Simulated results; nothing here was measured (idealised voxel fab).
Process module heading - voxel capacitor over wiring
Cross-section cut spans 245 nm and uses square cells 5 nm in size.
Cross-section format: a grid of square cells, given as bands from top to bottom; each band is one or more rows of cells. First you get the band's top height and its bottom height, in nm, and then the materials it's made of, left to right, with each width in nm. If you see a single material with "all across", that one covers the band edge to edge. "empty" is empty space. Heights from 0 (as-received wafer is one material below). Bottom band endless downward, as "0 down". Read "30->40" as a graded width: first number on top, second number at the bottom, same change between each pair of neighbouring rows. The designation "remained unchanged", where it is given for a processing step, indicates that no cell of the cross-section was altered in the course of that step. Heads up: "Closed voids list" only lists the empty pockets with no open path to the top that are 8 cells or more, and it writes them as width x height at distance, distance from the left edge, in nm. Where a step's line continues beyond its settings, the continuation is a remark by the simulator itself on that step. You can add "overlay nm" to a step's line. For a step with a mask, it describes how far the mask lay to the right of its planned position, and a negative number describes a lay to the left.

**Listed below are the process steps as planned**
1. RECEIVE (material Si)
2. CONFORMAL_DEP (material SiO2; thk nm 15)
3. DIRECTIONAL_DEP (material TiN; thk nm 5)
4. DIRECTIONAL_DEP (material W; thk nm 15)
5. MASKED_ETCH (tone cover; mask id METAL_1; width nm 20; pitch nm 85; etch materials W; depth nm 15; overlay nm 0)
6. MASKED_ETCH (tone cover; mask id METAL_1; width nm 20; pitch nm 85; etch materials TiN; depth nm 5; overlay nm 0)
7. CONFORMAL_DEP (material SiN; thk nm 5)
8. FILL_DEP (material lowk; thk nm 10)
9. CMP (height nm 35)
10. CONFORMAL_DEP (material SiCN; thk nm 5)
11. DIRECTIONAL_DEP (material lowk; thk nm 20)
12. MASKED_ETCH (tone open; mask id PLUG_1; width nm 15; etch materials lowk; depth nm 20; overlay nm 0)
13. MASKED_ETCH (tone open; mask id PLUG_1; width nm 15; etch materials SiCN; depth nm 5; overlay nm 0)
14. EPI (material Ru; thk nm 10)
15. EPI (material Ru; thk nm 10)
16. EPI (material Ru; thk nm 5)
17. DIRECTIONAL_DEP (material TiN; thk nm 5)
18. DIRECTIONAL_DEP (material Al2O3; thk nm 5)
19. DIRECTIONAL_DEP (material TiN; thk nm 5)
20. PATTERN (tone cover; mask id UPPER_PLATE; material resist; width nm 70; thk nm 15; overlay nm 0)
21. DIRECTIONAL_ETCH (etch materials TiN; depth nm 5)
22. DIRECTIONAL_ETCH (etch materials Al2O3; depth nm 5)
23. STRIP (etch materials resist)
24. PATTERN (tone cover; mask id LOWER_PLATE; material resist; width nm 80; thk nm 20; overlay nm 0)
25. DIRECTIONAL_ETCH (etch materials TiN; depth nm 5)
26. STRIP (etch materials resist)
27. FILL_DEP (material SiO2; thk nm 20)
28. CMP (height nm 90)
29. MASKED_ETCH (tone open; mask id PLUG_2; width nm 15; etch materials SiO2; depth nm 15; overlay nm 0)
30. CONFORMAL_DEP (material TiN; thk nm 5)
31. FILL_DEP (material Ru; thk nm 10)
32. CMP (height nm 90)
33. CONFORMAL_DEP (material SiN; thk nm 5)
Quick note for whoever runs this: the wafers start identical, but the thk nm at step 33 isn't the same across them. The plan just shows what the first wafer had.

**Received wafers, first of several: cross-section after step 1**
0 down = Si all across
Closed voids list: none

**For your reference, the table is organized with a row per wafer; each row reflects the wafer at the end of the module, indicating for each material the cells gained (+) or lost (-) since receipt, and thereafter its closed voids**
thk nm 5, +14 Al2O3, +17 Ru, +46 SiCN, +102 SiN, +388 SiO2, +45 TiN, +24 W, +295 lowk, Closed voids list: none
thk nm 10, +14 Al2O3, +17 Ru, +46 SiCN, +151 SiN, +388 SiO2, +45 TiN, +24 W, +295 lowk, Closed voids list: none
thk nm 15, +14 Al2O3, +17 Ru, +46 SiCN, +200 SiN, +388 SiO2, +45 TiN, +24 W, +295 lowk, Closed voids list: none
thk nm 20, +14 Al2O3, +17 Ru, +46 SiCN, +249 SiN, +388 SiO2, +45 TiN, +24 W, +295 lowk, Closed voids list: none
